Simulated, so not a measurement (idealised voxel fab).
This is a process module. Its name is voxel trench capacitor.
For reference, the cross-section in this document is cut, with width 240 nm and square cells of 5 nm.
In what follows, cross-sections appear as grids of square cells, described through bands that run from the top down, where every band is one or more rows of cells. For a band, the entry starts with two heights in nm, that of the top and then that of the bottom, and carries on with the band's materials in order from left to right, each alongside its width in nm; the word "throughout" beside a single material means it fills the band edge to edge, and "empty" means empty space. Beneath 0, the wafer as received is one material, and that level is where height counting begins. The lowest band goes on downward without a bottom; it is written like "0..down". When a width is written as two numbers, as in "30->40", the first number is the width in the top row of cells of the band and the second is the width in its bottom row, and the width changes by the same amount from each row to the next. When a step is marked "nothing changed", none of the cells in the cross-section changed during that step. In "Enclosed empty spaces" the enclosed voids are listed, meaning empty spaces of 8 cells or larger without any opening to the top. The form is width x height at distance, distance from the left edge, units nm. On each step's line, the part that comes after the settings is the simulator's own comment on the step. You can add "overlay nm" to a step's line. For a step with a mask, it describes how far the mask lay to the right of its planned position, and a negative number describes a lay to the left.

**The planned process steps are enumerated hereunder**
1: RECEIVE, material Si
2: CONFORMAL_DEP, material SiN, thk nm 10
3: MASKED_ETCH, tone open, mask id TRENCH, width nm 25, pitch nm 40, etch materials SiN, depth nm 10, overlay nm 0
4: MASKED_ETCH, tone open, mask id TRENCH, width nm 25, pitch nm 40, etch materials Si, depth nm 40, overlay nm 0
5: CONFORMAL_DEP, material Al2O3, thk nm 5
6: FILL_DEP, material polySi, thk nm 10
7: CMP, height nm 10

**Wafer, first of two, run as planned**

**Cross-section of the wafer as it came to us, i.e., already through step 1**
    0..down = Si throughout
    Enclosed empty spaces: none

**Wafer section view after processing step 2**
    10..0 = SiN throughout
    For the remainder of the cross-section, below 0, there is no change.

**Wafer section view after processing step 3**
    10..0 = 45 of SiN, then 25 of empty, then 15 of SiN, then 25 of empty, then 15 of SiN, then 25 of empty, then 15 of SiN, then 25 of empty, then 50 of SiN
    For the remainder of the cross-section, below 0, there is no change.

**Wafer section view after processing step 4**
    10..0 = 45 of SiN, then 25 of empty, then 15 of SiN, then 25 of empty, then 15 of SiN, then 25 of empty, then 15 of SiN, then 25 of empty, then 50 of SiN
    0..-40 = 45 of Si, then 25 of empty, then 15 of Si, then 25 of empty, then 15 of Si, then 25 of empty, then 15 of Si, then 25 of empty, then 50 of Si
    For the remainder of the cross-section, below -40, there is no change.

**Wafer section view after processing step 5**
    15..10 = 50 of Al2O3, then 15 of empty, then 25 of Al2O3, then 15 of empty, then 25 of Al2O3, then 15 of empty, then 25 of Al2O3, then 15 of empty, then 55 of Al2O3
    10..0 = 45 of SiN, then 5 of Al2O3, then 15 of empty, then 5 of Al2O3, then 15 of SiN, then 5 of Al2O3, then 15 of empty, then 5 of Al2O3, then 15 of SiN, then 5 of Al2O3, then 15 of empty, then 5 of Al2O3, then 15 of SiN, then 5 of Al2O3, then 15 of empty, then 5 of Al2O3, then 50 of SiN
    0..-35 = 45 of Si, then 5 of Al2O3, then 15 of empty, then 5 of Al2O3, then 15 of Si, then 5 of Al2O3, then 15 of empty, then 5 of Al2O3, then 15 of Si, then 5 of Al2O3, then 15 of empty, then 5 of Al2O3, then 15 of Si, then 5 of Al2O3, then 15 of empty, then 5 of Al2O3, then 50 of Si
    -35..-40 = 45 of Si, then 25 of Al2O3, then 15 of Si, then 25 of Al2O3, then 15 of Si, then 25 of Al2O3, then 15 of Si, then 25 of Al2O3, then 50 of Si
    For the remainder of the cross-section, below -40, there is no change.

**Wafer section view after processing step 6**
    25..15 = polySi throughout
    15..10 = 50 of Al2O3, then 15 of polySi, then 25 of Al2O3, then 15 of polySi, then 25 of Al2O3, then 15 of polySi, then 25 of Al2O3, then 15 of polySi, then 55 of Al2O3
    10..0 = 45 of SiN, then 5 of Al2O3, then 15 of polySi, then 5 of Al2O3, then 15 of SiN, then 5 of Al2O3, then 15 of polySi, then 5 of Al2O3, then 15 of SiN, then 5 of Al2O3, then 15 of polySi, then 5 of Al2O3, then 15 of SiN, then 5 of Al2O3, then 15 of polySi, then 5 of Al2O3, then 50 of SiN
    0..-35 = 45 of Si, then 5 of Al2O3, then 15 of polySi, then 5 of Al2O3, then 15 of Si, then 5 of Al2O3, then 15 of polySi, then 5 of Al2O3, then 15 of Si, then 5 of Al2O3, then 15 of polySi, then 5 of Al2O3, then 15 of Si, then 5 of Al2O3, then 15 of polySi, then 5 of Al2O3, then 50 of Si
    For the remainder of the cross-section, below -35, there is no change.

**Wafer section view after processing step 7**
    10..0 = 45 of SiN, then 5 of Al2O3, then 15 of polySi, then 5 of Al2O3, then 15 of SiN, then 5 of Al2O3, then 15 of polySi, then 5 of Al2O3, then 15 of SiN, then 5 of Al2O3, then 15 of polySi, then 5 of Al2O3, then 15 of SiN, then 5 of Al2O3, then 15 of polySi, then 5 of Al2O3, then 50 of SiN
    For the remainder of the cross-section, below 0, there is no change.

**Notes, second wafer: start = first wafer's, plan = first wafer's, execution had one mistake; history identical to first through step 3**

**Second wafer cross-section, taken as of the time the plan sets for step 4 to be done**
    10..0 = 45 of SiN, then 25 of empty, then 15 of SiN, then 25 of empty, then 15 of SiN, then 25 of empty, then 15 of SiN, then 25 of empty, then 50 of SiN
    0..-50 = 45 of Si, then 25 of empty, then 15 of Si, then 25 of empty, then 15 of Si, then 25 of empty, then 15 of Si, then 25 of empty, then 50 of Si
    For the remainder of the cross-section, below -50, there is no change.

**Second wafer cross-section, taken as of the time the plan sets for step 5 to be done**
    15..10 = 50 of Al2O3, then 15 of empty, then 25 of Al2O3, then 15 of empty, then 25 of Al2O3, then 15 of empty, then 25 of Al2O3, then 15 of empty, then 55 of Al2O3
    10..0 = 45 of SiN, then 5 of Al2O3, then 15 of empty, then 5 of Al2O3, then 15 of SiN, then 5 of Al2O3, then 15 of empty, then 5 of Al2O3, then 15 of SiN, then 5 of Al2O3, then 15 of empty, then 5 of Al2O3, then 15 of SiN, then 5 of Al2O3, then 15 of empty, then 5 of Al2O3, then 50 of SiN
    0..-45 = 45 of Si, then 5 of Al2O3, then 15 of empty, then 5 of Al2O3, then 15 of Si, then 5 of Al2O3, then 15 of empty, then 5 of Al2O3, then 15 of Si, then 5 of Al2O3, then 15 of empty, then 5 of Al2O3, then 15 of Si, then 5 of Al2O3, then 15 of empty, then 5 of Al2O3, then 50 of Si
    -45..-50 = 45 of Si, then 25 of Al2O3, then 15 of Si, then 25 of Al2O3, then 15 of Si, then 25 of Al2O3, then 15 of Si, then 25 of Al2O3, then 50 of Si
    For the remainder of the cross-section, below -50, there is no change.

**Second wafer cross-section, taken as of the time the plan sets for step 6 to be done**
    25..15 = polySi throughout
    15..10 = 50 of Al2O3, then 15 of polySi, then 25 of Al2O3, then 15 of polySi, then 25 of Al2O3, then 15 of polySi, then 25 of Al2O3, then 15 of polySi, then 55 of Al2O3
    10..0 = 45 of SiN, then 5 of Al2O3, then 15 of polySi, then 5 of Al2O3, then 15 of SiN, then 5 of Al2O3, then 15 of polySi, then 5 of Al2O3, then 15 of SiN, then 5 of Al2O3, then 15 of polySi, then 5 of Al2O3, then 15 of SiN, then 5 of Al2O3, then 15 of polySi, then 5 of Al2O3, then 50 of SiN
    0..-45 = 45 of Si, then 5 of Al2O3, then 15 of polySi, then 5 of Al2O3, then 15 of Si, then 5 of Al2O3, then 15 of polySi, then 5 of Al2O3, then 15 of Si, then 5 of Al2O3, then 15 of polySi, then 5 of Al2O3, then 15 of Si, then 5 of Al2O3, then 15 of polySi, then 5 of Al2O3, then 50 of Si
    For the remainder of the cross-section, below -45, there is no change.

**Second wafer cross-section, taken as of the time the plan sets for step 7 to be done**
    10..0 = 45 of SiN, then 5 of Al2O3, then 15 of polySi, then 5 of Al2O3, then 15 of SiN, then 5 of Al2O3, then 15 of polySi, then 5 of Al2O3, then 15 of SiN, then 5 of Al2O3, then 15 of polySi, then 5 of Al2O3, then 15 of SiN, then 5 of Al2O3, then 15 of polySi, then 5 of Al2O3, then 50 of SiN
    For the remainder of the cross-section, below 0, there is no change.
Heads up, the wafer didn't run the way we planned it: step 4 ran differently from the plan; actual operation with settings: MASKED_ETCH, tone open, mask id TRENCH, width nm 25, pitch nm 40, etch materials Si, depth nm 50, overlay nm 0
End check, counted in cells, second wafer has more or fewer of these materials than the first: Al2O3: 16 more, Si: 40 fewer, polySi: 24 more
